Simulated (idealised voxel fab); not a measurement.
Process module under the name voxel spacer lines
Square cells of 5 nm make up the cross-section cut, whose width is 225 nm.
Cross-section layout: square cells on a grid; listed as bands, top to bottom; a band spans one or more cell rows. Basically the band line says how high the top is and how high the bottom is, in nm, and then what's in it from left to right, every material with its width in nm. Empty space shows up as "empty", and if a single material carries "everywhere" it runs the full band edge to edge. Counting heights begins at 0, where everything beneath is, in the wafer as received, one material. The lowest band has no bottom; it goes on downwards, as "from 0 down" shows. Read "30..40" as a graded width: first number on top, second number at the bottom, same change between each pair of neighbouring rows. Any step labelled "nothing got changed" changed none of the cells in the cross-section. In the "Unvented internal voids" entry, you get each enclosed empty space of 8 cells or more, one with no open way to the top, written width x height at distance, distance from the left edge, in nm. Note: text after step settings on the step line = simulator remark on that step. "overlay nm" on a masked step: distance the mask lay right of its planned place, negative for left.
## plan
1: RECEIVE,material Si
2: CONFORMAL_DEP,material SiO2,thk nm 5
3: DIRECTIONAL_DEP,material TiN,thk nm 20
4: DIRECTIONAL_DEP,material polySi,thk nm 25
5: PATTERN,tone cover,mask id MANDREL,material resist,width nm 15,pitch nm 50,thk nm 35,overlay nm 0
6: DIRECTIONAL_ETCH,etch materials polySi,depth nm 25
7: STRIP,etch materials resist
8: CONFORMAL_DEP,material SiN,thk nm 10
9: DIRECTIONAL_ETCH,etch materials SiN,depth nm 10
10: STRIP,etch materials polySi
11: DIRECTIONAL_ETCH,etch materials TiN,depth nm 20
12: STRIP,etch materials SiN
## Account of the first of two wafers, which was processed as intended
## As-received state of the wafer in cross-section, equivalent to post-step 1
- from 0 down = Si everywhere
- Unvented internal voids: none
## So this is the wafer cross-section right after step 2
- from 5 to 0 = SiO2 everywhere
- Note: structure below 0 unchanged.
## So this is the wafer cross-section right after step 3
- from 25 to 5 = TiN everywhere
- Note: structure below 5 unchanged.
## So this is the wafer cross-section right after step 4
- from 50 to 25 = polySi everywhere
- Note: structure below 25 unchanged.
## So this is the wafer cross-section right after step 5
- from 85 to 50 = empty 55 nm | resist 15 nm | empty 35 nm | resist 15 nm | empty 35 nm | resist 15 nm | empty 55 nm
- Note: structure below 50 unchanged.
## So this is the wafer cross-section right after step 6
- from 85 to 50 = empty 55 nm | resist 15 nm | empty 35 nm | resist 15 nm | empty 35 nm | resist 15 nm | empty 55 nm
- from 50 to 25 = empty 55 nm | polySi 15 nm | empty 35 nm | polySi 15 nm | empty 35 nm | polySi 15 nm | empty 55 nm
- Note: structure below 25 unchanged.
## So this is the wafer cross-section right after step 7
- from 50 to 25 = empty 55 nm | polySi 15 nm | empty 35 nm | polySi 15 nm | empty 35 nm | polySi 15 nm | empty 55 nm
- Note: structure below 25 unchanged.
## So this is the wafer cross-section right after step 8
- from 60 to 50 = empty 45 nm | SiN 35 nm | empty 15 nm | SiN 35 nm | empty 15 nm | SiN 35 nm | empty 45 nm
- from 50 to 35 = empty 45 nm | SiN 10 nm | polySi 15 nm | SiN 10 nm | empty 15 nm | SiN 10 nm | polySi 15 nm | SiN 10 nm | empty 15 nm | SiN 10 nm | polySi 15 nm | SiN 10 nm | empty 45 nm
- from 35 to 25 = SiN 55 nm | polySi 15 nm | SiN 35 nm | polySi 15 nm | SiN 35 nm | polySi 15 nm | SiN 55 nm
- Note: structure below 25 unchanged.
## So this is the wafer cross-section right after step 9
- from 50 to 25 = empty 45 nm | SiN 10 nm | polySi 15 nm | SiN 10 nm | empty 15 nm | SiN 10 nm | polySi 15 nm | SiN 10 nm | empty 15 nm | SiN 10 nm | polySi 15 nm | SiN 10 nm | empty 45 nm
- Note: structure below 25 unchanged.
## So this is the wafer cross-section right after step 10
- from 50 to 25 = empty 45 nm | SiN 10 nm | empty 15 nm | SiN 10 nm | empty 15 nm | SiN 10 nm | empty 15 nm | SiN 10 nm | empty 15 nm | SiN 10 nm | empty 15 nm | SiN 10 nm | empty 45 nm
- Note: structure below 25 unchanged.
## So this is the wafer cross-section right after step 11
- from 50 to 25 = empty 45 nm | SiN 10 nm | empty 15 nm | SiN 10 nm | empty 15 nm | SiN 10 nm | empty 15 nm | SiN 10 nm | empty 15 nm | SiN 10 nm | empty 15 nm | SiN 10 nm | empty 45 nm
- from 25 to 5 = empty 45 nm | TiN 10 nm | empty 15 nm | TiN 10 nm | empty 15 nm | TiN 10 nm | empty 15 nm | TiN 10 nm | empty 15 nm | TiN 10 nm | empty 15 nm | TiN 10 nm | empty 45 nm
- Note: structure below 5 unchanged.
## So this is the wafer cross-section right after step 12
- from 25 to 5 = empty 45 nm | TiN 10 nm | empty 15 nm | TiN 10 nm | empty 15 nm | TiN 10 nm | empty 15 nm | TiN 10 nm | empty 15 nm | TiN 10 nm | empty 15 nm | TiN 10 nm | empty 45 nm
- Note: structure below 5 unchanged.
## Okay, second wafer. Nothing different at the start, nothing different in the plan, just one mistake somewhere in the running. As far as step 1, counting that step, it's the first wafer all over again
## Look at the second wafer in cross-section at the time step 2 ought to have finished
- from 15 to 0 = SiO2 everywhere
- Note: structure below 0 unchanged.
## Look at the second wafer in cross-section at the time step 3 ought to have finished
- from 35 to 15 = TiN everywhere
- Note: structure below 15 unchanged.
## Look at the second wafer in cross-section at the time step 4 ought to have finished
- from 60 to 35 = polySi everywhere
- Note: structure below 35 unchanged.
## Look at the second wafer in cross-section at the time step 5 ought to have finished
- from 95 to 60 = empty 55 nm | resist 15 nm | empty 35 nm | resist 15 nm | empty 35 nm | resist 15 nm | empty 55 nm
- Note: structure below 60 unchanged.
## Look at the second wafer in cross-section at the time step 6 ought to have finished
- from 95 to 60 = empty 55 nm | resist 15 nm | empty 35 nm | resist 15 nm | empty 35 nm | resist 15 nm | empty 55 nm
- from 60 to 35 = empty 55 nm | polySi 15 nm | empty 35 nm | polySi 15 nm | empty 35 nm | polySi 15 nm | empty 55 nm
- Note: structure below 35 unchanged.
## Look at the second wafer in cross-section at the time step 7 ought to have finished
- from 60 to 35 = empty 55 nm | polySi 15 nm | empty 35 nm | polySi 15 nm | empty 35 nm | polySi 15 nm | empty 55 nm
- Note: structure below 35 unchanged.
## Look at the second wafer in cross-section at the time step 8 ought to have finished
- from 70 to 60 = empty 45 nm | SiN 35 nm | empty 15 nm | SiN 35 nm | empty 15 nm | SiN 35 nm | empty 45 nm
- from 60 to 45 = empty 45 nm | SiN 10 nm | polySi 15 nm | SiN 10 nm | empty 15 nm | SiN 10 nm | polySi 15 nm | SiN 10 nm | empty 15 nm | SiN 10 nm | polySi 15 nm | SiN 10 nm | empty 45 nm
- from 45 to 35 = SiN 55 nm | polySi 15 nm | SiN 35 nm | polySi 15 nm | SiN 35 nm | polySi 15 nm | SiN 55 nm
- Note: structure below 35 unchanged.
## Look at the second wafer in cross-section at the time step 9 ought to have finished
- from 60 to 35 = empty 45 nm | SiN 10 nm | polySi 15 nm | SiN 10 nm | empty 15 nm | SiN 10 nm | polySi 15 nm | SiN 10 nm | empty 15 nm | SiN 10 nm | polySi 15 nm | SiN 10 nm | empty 45 nm
- Note: structure below 35 unchanged.
## Look at the second wafer in cross-section at the time step 10 ought to have finished
- from 60 to 35 = empty 45 nm | SiN 10 nm | empty 15 nm | SiN 10 nm | empty 15 nm | SiN 10 nm | empty 15 nm | SiN 10 nm | empty 15 nm | SiN 10 nm | empty 15 nm | SiN 10 nm | empty 45 nm
- Note: structure below 35 unchanged.
## Look at the second wafer in cross-section at the time step 11 ought to have finished
- from 60 to 35 = empty 45 nm | SiN 10 nm | empty 15 nm | SiN 10 nm | empty 15 nm | SiN 10 nm | empty 15 nm | SiN 10 nm | empty 15 nm | SiN 10 nm | empty 15 nm | SiN 10 nm | empty 45 nm
- from 35 to 15 = empty 45 nm | TiN 10 nm | empty 15 nm | TiN 10 nm | empty 15 nm | TiN 10 nm | empty 15 nm | TiN 10 nm | empty 15 nm | TiN 10 nm | empty 15 nm | TiN 10 nm | empty 45 nm
- Note: structure below 15 unchanged.
## Look at the second wafer in cross-section at the time step 12 ought to have finished
- from 35 to 15 = empty 45 nm | TiN 10 nm | empty 15 nm | TiN 10 nm | empty 15 nm | TiN 10 nm | empty 15 nm | TiN 10 nm | empty 15 nm | TiN 10 nm | empty 15 nm | TiN 10 nm | empty 45 nm
- Note: structure below 15 unchanged.
Heads up, the wafer didn't run the way we planned it: rather than as planned, step 2 actually ran as CONFORMAL_DEP,material SiO2,thk nm 15
It is noted that, at the conclusion of processing, the second wafer exhibits a higher or lower cell count for certain materials relative to the first: 90 more of SiO2
